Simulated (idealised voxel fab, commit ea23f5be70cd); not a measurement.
process module | voxel transistor to metal
cross-section cut | 215 nm wide | cells 5 nm
A cross-section is a grid of square cells, given in bands from the top down. A band is one or more rows of cells.
Each band's line starts with the height of the band's top and of its bottom, in nm. Then come its materials from left to right, each with its width in nm. One material with "throughout" fills the band from edge to edge. "air" is empty space.
Height 0 is the level under which the wafer as received is all one material. The lowest band goes on downwards, as in "0 down".
A width such as "30 to 40" changes by the same amount from each row of cells to the next, from the band's top row to its bottom row.
"no change" after a step means that no cell of the cross-section changed.
closed voids: empty space of 8 cells or more with no open way to the top, each as width x height at its distance from the left edge, in nm
after a step's settings: what the simulator itself notes on the step
overlay nm, on a step with a mask: how far to the right of its planned place the mask lay; to the left if negative
plan
1 op RECEIVE | material Si
2 op OXIDIZE | depth nm 5
3 op CONFORMAL_DEP | material SiN | thk nm 15
4 op DIRECTIONAL_DEP | material aC | thk nm 10
5 op PATTERN | tone cover | mask id ACTIVE | material resist | width nm 115 | thk nm 25 | overlay nm 0
6 op DIRECTIONAL_ETCH | etch materials aC | depth nm 10
7 op STRIP | etch materials resist
8 op DIRECTIONAL_ETCH | etch materials SiN | depth nm 15
9 op DIRECTIONAL_ETCH | etch materials SiO2 | depth nm 5
10 op DIRECTIONAL_ETCH | etch materials Si | depth nm 25
11 op STRIP | etch materials aC
12 op OXIDIZE | depth nm 5
13 op FILL_DEP | material SiO2 | thk nm 15
14 op CMP | height nm 15
15 op SELECTIVE_ETCH | etch materials SiO2 | depth nm 15
16 op STRIP | etch materials SiN
17 op SELECTIVE_ETCH | etch materials SiO2 | depth nm 5
18 op OXIDIZE | depth nm 5
19 op DIRECTIONAL_DEP | material polySi | thk nm 20
20 op DIRECTIONAL_DEP | material SiCN | thk nm 10
21 op PATTERN | tone cover | mask id GATE | material resist | width nm 25 | thk nm 20 | overlay nm 0
22 op DIRECTIONAL_ETCH | etch materials SiCN | depth nm 20
23 op DIRECTIONAL_ETCH | etch materials polySi | depth nm 30
24 op STRIP | etch materials resist
25 op CONFORMAL_DEP | material SiN | thk nm 5
26 op DIRECTIONAL_ETCH | etch materials SiN | depth nm 5
27 op DIRECTIONAL_ETCH | etch materials SiO2 | depth nm 5
28 op DIRECTIONAL_ETCH | etch materials Si | depth nm 15
29 op EPI | material SiGe | thk nm 15
30 op FILL_DEP | material SiO2 | thk nm 10
31 op CMP | height nm 15
32 op STRIP | etch materials polySi
33 op SELECTIVE_ETCH | etch materials SiO2 | depth nm 5
34 op CONFORMAL_DEP | material HfO2 | thk nm 5
35 op CONFORMAL_DEP | material TiN | thk nm 5
36 op FILL_DEP | material W | thk nm 10
37 op CMP | height nm 10
38 op DIRECTIONAL_DEP | material SiO2 | thk nm 15
39 op PATTERN | tone open | mask id CONTACT | material resist | width nm 20 | pitch nm 85 | thk nm 20 | overlay nm 0
40 op DIRECTIONAL_ETCH | etch materials SiO2 | depth nm 35
41 op STRIP | etch materials resist
42 op CONFORMAL_DEP | material TiN | thk nm 5
43 op FILL_DEP | material W | thk nm 10
44 op CMP | height nm 25
45 op DIRECTIONAL_DEP | material TiN | thk nm 5
46 op DIRECTIONAL_DEP | material Ru | thk nm 15
47 op PATTERN | tone cover | mask id METAL_1 | material resist | width nm 20 | pitch nm 85 | thk nm 20 | overlay nm 0
48 op DIRECTIONAL_ETCH | etch materials Ru | depth nm 15
49 op DIRECTIONAL_ETCH | etch materials TiN | depth nm 5
50 op STRIP | etch materials resist
51 op CONFORMAL_DEP | material SiCN | thk nm 5
52 op FILL_DEP | material lowk | thk nm 10
53 op CMP | height nm 45
54 op CONFORMAL_DEP | material SiCN | thk nm 5
as received, after step 1
  0 down: Si throughout
  closed voids: none
first wafer at the end, as planned
  50 to 45: SiCN throughout
  45 to 30: lowk 50 | SiCN 5 | Ru 20 | SiCN 5 | lowk 55 | SiCN 5 | Ru 20 | SiCN 5 | lowk 50
  30 to 25: SiCN 55 | TiN 20 | SiCN 65 | TiN 20 | SiCN 55
  25 to 10: SiO2 55 | TiN 5 | W 10 | TiN 5 | SiO2 65 | TiN 5 | W 10 | TiN 5 | SiO2 55
  10 to 5: SiO2 55 | TiN 5 | W 10 | TiN 5 | SiO2 15 | SiN 5 | HfO2 5 | TiN 5 | W 5 | TiN 5 | HfO2 5 | SiN 5 | SiO2 15 | TiN 5 | W 10 | TiN 5 | SiO2 55
  5 to 0: SiO2 55 | TiN 5 | W 10 | TiN 5 | SiGe 15 | SiN 5 | HfO2 5 | TiN 5 | W 5 | TiN 5 | HfO2 5 | SiN 5 | SiGe 15 | TiN 5 | W 10 | TiN 5 | SiO2 55
  0 to -5: SiO2 55 | TiN 5 | W 10 | TiN 5 | SiGe 15 | SiN 5 | HfO2 5 | TiN 15 | HfO2 5 | SiN 5 | SiGe 15 | TiN 5 | W 10 | TiN 5 | SiO2 55
  -5 to -10: SiO2 55 | TiN 20 | SiGe 15 | HfO2 35 | SiGe 15 | TiN 20 | SiO2 55
  -10 to -25: SiO2 55 | SiGe 35 | Si 35 | SiGe 35 | SiO2 55
  -25 to -35: SiO2 55 | Si 105 | SiO2 55
  -35 down: Si throughout
  closed voids: none
second wafer at the end: like start, like plan, one mistake
  50 to 45: SiCN throughout
  45 to 30: lowk 50 | SiCN 5 | Ru 20 | SiCN 5 | lowk 55 | SiCN 5 | Ru 20 | SiCN 5 | lowk 50
  30 to 25: SiCN 55 | TiN 20 | SiCN 65 | TiN 20 | SiCN 55
  25 to 15: SiO2 55 | TiN 5 | W 10 | TiN 5 | SiO2 65 | TiN 5 | W 10 | TiN 5 | SiO2 55
  15 to 10: SiO2 55 | TiN 20 | SiO2 65 | TiN 20 | SiO2 55
  10 to 5: W 85 | TiN 5 | HfO2 5 | SiN 5 | SiO2 15 | SiN 5 | HfO2 5 | TiN 5 | W 85
  5 to 0: W 85 | TiN 5 | HfO2 5 | SiN 5 | SiGe 15 | SiN 5 | HfO2 5 | TiN 5 | W 85
  0 to -5: TiN 90 | HfO2 5 | SiN 5 | SiGe 15 | SiN 5 | HfO2 5 | TiN 90
  -5 to -10: HfO2 100 | SiGe 15 | HfO2 100
  -10 to -25: SiO2 55 | Si 45 | SiGe 15 | Si 45 | SiO2 55
  -25 to -35: SiO2 55 | Si 105 | SiO2 55
  -35 down: Si throughout
  closed voids: none
what went wrong: step 21 ran as: op PATTERN | tone open | mask id GATE | material resist | width nm 25 | thk nm 20 | overlay nm 0
at the end the second wafer has, in cells: 33 more of HfO2 | 33 more of Si | 42 fewer of SiGe | 91 fewer of SiO2 | 17 more of TiN | 50 more of W
